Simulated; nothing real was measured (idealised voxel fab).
Name of the process module below: voxel quadruple lines
The cross-section shown here is cut; it is 185 nm wide and divided into square cells measuring 5 nm on a side.
Cross-sections here: square-cell grids, written as top-down lists of bands, a band being one or more rows of cells. Read a band's entry like this: the first values are the height of its top and the height of its bottom in nm, and what follows is the sequence of materials from left to right, each with its width in nm. Note that "blank" is empty space, and that a single material marked "everywhere" reaches across the band from edge to edge. Heights from 0 (as-received wafer is one material below). Bottom band endless downward, as "0 -> down". Width: "30->40" (first number = top row, second number = bottom row, same change from row to row of cells). "changes: none" for a step: no cell of the cross-section changed in that step. The entry titled "Cavities, sealed" provides the empty spaces that have no open way to the top, restricted to those of 8 cells or more. Each is presented as width x height at distance, the distance being measured from the left edge, with all three in nm. On each step's line, the part that comes after the settings is the simulator's own comment on the step. "overlay nm" denotes, for a step that has a mask, the displacement of the mask to the right of its planned place, with negative values corresponding to the left.

-- Set out below are the planned steps of the process
1,RECEIVE,material Si
2,CONFORMAL_DEP,material SiO2,thk nm 10
3,DIRECTIONAL_DEP,material W,thk nm 10
4,DIRECTIONAL_DEP,material polySi,thk nm 20
5,DIRECTIONAL_DEP,material aC,thk nm 20
6,PATTERN,tone cover,mask id MANDREL,material resist,width nm 35,thk nm 30,overlay nm 0
7,DIRECTIONAL_ETCH,etch materials aC,depth nm 20
8,STRIP,etch materials resist
9,CONFORMAL_DEP,material SiO2,thk nm 15
10,DIRECTIONAL_ETCH,etch materials SiO2,depth nm 15
11,STRIP,etch materials aC
12,DIRECTIONAL_ETCH,etch materials polySi,depth nm 20
13,STRIP,etch materials SiO2
14,CONFORMAL_DEP,material SiCN,thk nm 10
15,DIRECTIONAL_ETCH,etch materials SiCN,depth nm 10
16,STRIP,etch materials polySi
17,DIRECTIONAL_ETCH,etch materials W,depth nm 10
18,STRIP,etch materials SiCN
19,FILL_DEP,material SiO2,thk nm 10
20,CMP,height nm 20

-- Of two wafers, the first: run according to plan

-- Cross-section of the wafer at receipt, which is the condition after step 1
> 0 -> down | Si everywhere
> Cavities, sealed: none

-- Cross-section of the wafer after step 2
> 10 -> 0 | SiO2 everywhere
> Below a height of 0, the structure has not been altered.

-- Cross-section of the wafer after step 3
> 20 -> 10 | W everywhere
> Below a height of 10, the structure has not been altered.

-- Cross-section of the wafer after step 4
> 40 -> 20 | polySi everywhere
> Below a height of 20, the structure has not been altered.

-- Cross-section of the wafer after step 5
> 60 -> 40 | aC everywhere
> Below a height of 40, the structure has not been altered.

-- Cross-section of the wafer after step 6
> 90 -> 60 | blank 75  resist 35  blank 75
> Below a height of 60, the structure has not been altered.

-- Cross-section of the wafer after step 7
> 70 -> 60 | blank 75  resist 35  blank 75
> 60 -> 40 | blank 75  aC 35  blank 75
> Below a height of 40, the structure has not been altered.

-- Cross-section of the wafer after step 8
> 60 -> 40 | blank 75  aC 35  blank 75
> Below a height of 40, the structure has not been altered.

-- Cross-section of the wafer after step 9
> 75 -> 60 | blank 60  SiO2 65  blank 60
> 60 -> 55 | blank 60  SiO2 15  aC 35  SiO2 15  blank 60
> 55 -> 40 | SiO2 75  aC 35  SiO2 75
> Below a height of 40, the structure has not been altered.

-- Cross-section of the wafer after step 10
> 60 -> 40 | blank 60  SiO2 15  aC 35  SiO2 15  blank 60
> Below a height of 40, the structure has not been altered.

-- Cross-section of the wafer after step 11
> 60 -> 40 | blank 60  SiO2 15  blank 35  SiO2 15  blank 60
> Below a height of 40, the structure has not been altered.

-- Cross-section of the wafer after step 12
> 60 -> 40 | blank 60  SiO2 15  blank 35  SiO2 15  blank 60
> 40 -> 20 | blank 60  polySi 15  blank 35  polySi 15  blank 60
> Below a height of 20, the structure has not been altered.

-- Cross-section of the wafer after step 13
> 40 -> 20 | blank 60  polySi 15  blank 35  polySi 15  blank 60
> Below a height of 20, the structure has not been altered.

-- Cross-section of the wafer after step 14
> 50 -> 40 | blank 50  SiCN 35  blank 15  SiCN 35  blank 50
> 40 -> 30 | blank 50  SiCN 10  polySi 15  SiCN 10  blank 15  SiCN 10  polySi 15  SiCN 10  blank 50
> 30 -> 20 | SiCN 60  polySi 15  SiCN 35  polySi 15  SiCN 60
> Below a height of 20, the structure has not been altered.

-- Cross-section of the wafer after step 15
> 40 -> 20 | blank 50  SiCN 10  polySi 15  SiCN 10  blank 15  SiCN 10  polySi 15  SiCN 10  blank 50
> Below a height of 20, the structure has not been altered.

-- Cross-section of the wafer after step 16
> 40 -> 20 | blank 50  SiCN 10  blank 15  SiCN 10  blank 15  SiCN 10  blank 15  SiCN 10  blank 50
> Below a height of 20, the structure has not been altered.

-- Cross-section of the wafer after step 17
> 40 -> 20 | blank 50  SiCN 10  blank 15  SiCN 10  blank 15  SiCN 10  blank 15  SiCN 10  blank 50
> 20 -> 10 | blank 50  W 10  blank 15  W 10  blank 15  W 10  blank 15  W 10  blank 50
> Below a height of 10, the structure has not been altered.

-- Cross-section of the wafer after step 18
> 20 -> 10 | blank 50  W 10  blank 15  W 10  blank 15  W 10  blank 15  W 10  blank 50
> Below a height of 10, the structure has not been altered.

-- Cross-section of the wafer after step 19
> 30 -> 20 | SiO2 everywhere
> 20 -> 10 | SiO2 50  W 10  SiO2 15  W 10  SiO2 15  W 10  SiO2 15  W 10  SiO2 50
> Below a height of 10, the structure has not been altered.

-- Cross-section of the wafer after step 20
> 20 -> 10 | SiO2 50  W 10  SiO2 15  W 10  SiO2 15  W 10  SiO2 15  W 10  SiO2 50
> Below a height of 10, the structure has not been altered.

-- Companion wafer, the second of two: same beginning, same intended sequence, one mistake in carrying it out; through step 5 inclusive it tracks the first exactly

-- Planned end of step 6: second wafer, cross-section
> 90 -> 60 | resist 75  blank 35  resist 75
> Below a height of 60, the structure has not been altered.

-- Planned end of step 7: second wafer, cross-section
> 70 -> 60 | resist 75  blank 35  resist 75
> 60 -> 40 | aC 75  blank 35  aC 75
> Below a height of 40, the structure has not been altered.

-- Planned end of step 8: second wafer, cross-section
> 60 -> 40 | aC 75  blank 35  aC 75
> Below a height of 40, the structure has not been altered.

-- Planned end of step 9: second wafer, cross-section
> 75 -> 60 | SiO2 90  blank 5  SiO2 90
> 60 -> 55 | aC 75  SiO2 15  blank 5  SiO2 15  aC 75
> 55 -> 40 | aC 75  SiO2 35  aC 75
> Below a height of 40, the structure has not been altered.

-- Planned end of step 10: second wafer, cross-section
> 60 -> 40 | aC 75  SiO2 15  blank 5  SiO2 15  aC 75
> Below a height of 40, the structure has not been altered.

-- Planned end of step 11: second wafer, cross-section
> 60 -> 40 | blank 75  SiO2 15  blank 5  SiO2 15  blank 75
> Below a height of 40, the structure has not been altered.

-- Planned end of step 12: second wafer, cross-section
> 60 -> 40 | blank 75  SiO2 15  blank 5  SiO2 15  blank 75
> 40 -> 20 | blank 75  polySi 15  blank 5  polySi 15  blank 75
> Below a height of 20, the structure has not been altered.

-- Planned end of step 13: second wafer, cross-section
> 40 -> 20 | blank 75  polySi 15  blank 5  polySi 15  blank 75
> Below a height of 20, the structure has not been altered.

-- Planned end of step 14: second wafer, cross-section
> 50 -> 40 | blank 65  SiCN 55  blank 65
> 40 -> 30 | blank 65  SiCN 10  polySi 15  SiCN 5  polySi 15  SiCN 10  blank 65
> 30 -> 20 | SiCN 75  polySi 15  SiCN 5  polySi 15  SiCN 75
> Below a height of 20, the structure has not been altered.

-- Planned end of step 15: second wafer, cross-section
> 40 -> 20 | blank 65  SiCN 10  polySi 15  SiCN 5  polySi 15  SiCN 10  blank 65
> Below a height of 20, the structure has not been altered.

-- Planned end of step 16: second wafer, cross-section
> 40 -> 20 | blank 65  SiCN 10  blank 15  SiCN 5  blank 15  SiCN 10  blank 65
> Below a height of 20, the structure has not been altered.

-- Planned end of step 17: second wafer, cross-section
> 40 -> 20 | blank 65  SiCN 10  blank 15  SiCN 5  blank 15  SiCN 10  blank 65
> 20 -> 10 | blank 65  W 10  blank 15  W 5  blank 15  W 10  blank 65
> Below a height of 10, the structure has not been altered.

-- Planned end of step 18: second wafer, cross-section
> 20 -> 10 | blank 65  W 10  blank 15  W 5  blank 15  W 10  blank 65
> Below a height of 10, the structure has not been altered.

-- Planned end of step 19: second wafer, cross-section
> 30 -> 20 | SiO2 everywhere
> 20 -> 10 | SiO2 65  W 10  SiO2 15  W 5  SiO2 15  W 10  SiO2 65
> Below a height of 10, the structure has not been altered.

-- Planned end of step 20: second wafer, cross-section
> 20 -> 10 | SiO2 65  W 10  SiO2 15  W 5  SiO2 15  W 10  SiO2 65
> Below a height of 10, the structure has not been altered.
Want to know what went wrong? step 6 did not happen as planned, as run it was PATTERN,tone open,mask id MANDREL,material resist,width nm 35,thk nm 30,overlay nm 0
The closing comparison, in cells, has the second wafer with more or fewer of some materials than the first: SiO2: 6 more, W: 6 fewer
